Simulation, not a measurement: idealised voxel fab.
process module | voxel self aligned vias
cross-section cut | 220 nm wide | cells 5 nm
A cross-section is a grid of square cells, given in bands from the top down. A band is one or more rows of cells.
Each band's line starts with the height of the band's top and of its bottom, in nm. Then come its materials from left to right, each with its width in nm. One material with "throughout" fills the band from edge to edge. "air" is empty space.
Height 0 is the level under which the wafer as received is all one material. The lowest band goes on downwards, as in "0 down".
A width such as "30 to 40" changes by the same amount from each row of cells to the next, from the band's top row to its bottom row.
"no change" after a step means that no cell of the cross-section changed.
closed voids: empty space of 8 cells or more with no open way to the top, each as width x height at its distance from the left edge, in nm
after a step's settings: what the simulator itself notes on the step
overlay nm, on a step with a mask: how far to the right of its planned place the mask lay; to the left if negative
plan
1 op RECEIVE | material Si
2 op CONFORMAL_DEP | material SiO2 | thk nm 10
3 op CONFORMAL_DEP | material SiCN | thk nm 5
4 op DIRECTIONAL_DEP | material lowk | thk nm 25
5 op PATTERN | tone open | mask id LINES | material resist | width nm 20 | pitch nm 65 | thk nm 15 | overlay nm 0
6 op DIRECTIONAL_ETCH | etch materials lowk | depth nm 25
7 op STRIP | etch materials resist
8 op CONFORMAL_DEP | material TiN | thk nm 5
9 op FILL_DEP | material Ru | thk nm 10
10 op CMP | height nm 40
11 op SELECTIVE_ETCH | etch materials W Ru TiN | depth nm 10
12 op FILL_DEP | material SiN | thk nm 10
13 op CMP | height nm 40
14 op DIRECTIONAL_DEP | material lowk | thk nm 20
15 op DIRECTIONAL_DEP | material aC | thk nm 10
16 op PATTERN | tone open | mask id VIAS | material resist | width nm 40 | thk nm 25 | overlay nm 0
17 op DIRECTIONAL_ETCH | etch materials aC | depth nm 10
18 op STRIP | etch materials resist
19 op DIRECTIONAL_ETCH | etch materials lowk | depth nm 20
20 op DIRECTIONAL_ETCH | etch materials SiN | depth nm 10
21 op STRIP | etch materials aC
22 op CONFORMAL_DEP | material TiN | thk nm 5
23 op FILL_DEP | material W | thk nm 5
24 op CMP | height nm 60
25 op CONFORMAL_DEP | material SiCN | thk nm 5
as received, after step 1
  0 down: Si throughout
  closed voids: none
first wafer at the end, as planned
  65 to 60: SiCN throughout
  60 to 45: lowk 55 | TiN 5 | W 30 | TiN 5 | lowk 125
  45 to 40: lowk 55 | TiN 15 | W 10 | TiN 15 | lowk 125
  40 to 35: lowk 65 | TiN 5 | W 10 | TiN 5 | lowk 45 | SiN 20 | lowk 70
  35 to 30: lowk 65 | TiN 20 | lowk 45 | SiN 20 | lowk 70
  30 to 20: lowk 65 | TiN 5 | Ru 10 | TiN 5 | lowk 45 | TiN 5 | Ru 10 | TiN 5 | lowk 70
  20 to 15: lowk 65 | TiN 20 | lowk 45 | TiN 20 | lowk 70
  15 to 10: SiCN throughout
  10 to 0: SiO2 throughout
  0 down: Si throughout
  closed voids: none
second wafer at the end: like start, like plan, one mistake
  65 to 60: SiCN throughout
  60 to 45: lowk 55 | TiN 5 | W 30 | TiN 5 | lowk 125
  45 to 40: lowk 55 | TiN 40 | lowk 125
  40 to 30: SiN 55 | TiN 10 | lowk 20 | TiN 10 | SiN 35 | lowk 20 | SiN 70
  30 to 20: Ru 60 | TiN 5 | lowk 20 | TiN 5 | Ru 35 | TiN 5 | lowk 20 | TiN 5 | Ru 65
  20 to 15: TiN 65 | lowk 20 | TiN 45 | lowk 20 | TiN 70
  15 to 10: SiCN throughout
  10 to 0: SiO2 throughout
  0 down: Si throughout
  closed voids: none
what went wrong: step 5 ran as: op PATTERN | tone cover | mask id LINES | material resist | width nm 20 | pitch nm 65 | thk nm 15 | overlay nm 0
at the end the second wafer has, in cells: 56 more of Ru | 56 more of SiN | 32 more of TiN | 4 fewer of W | 140 fewer of lowk
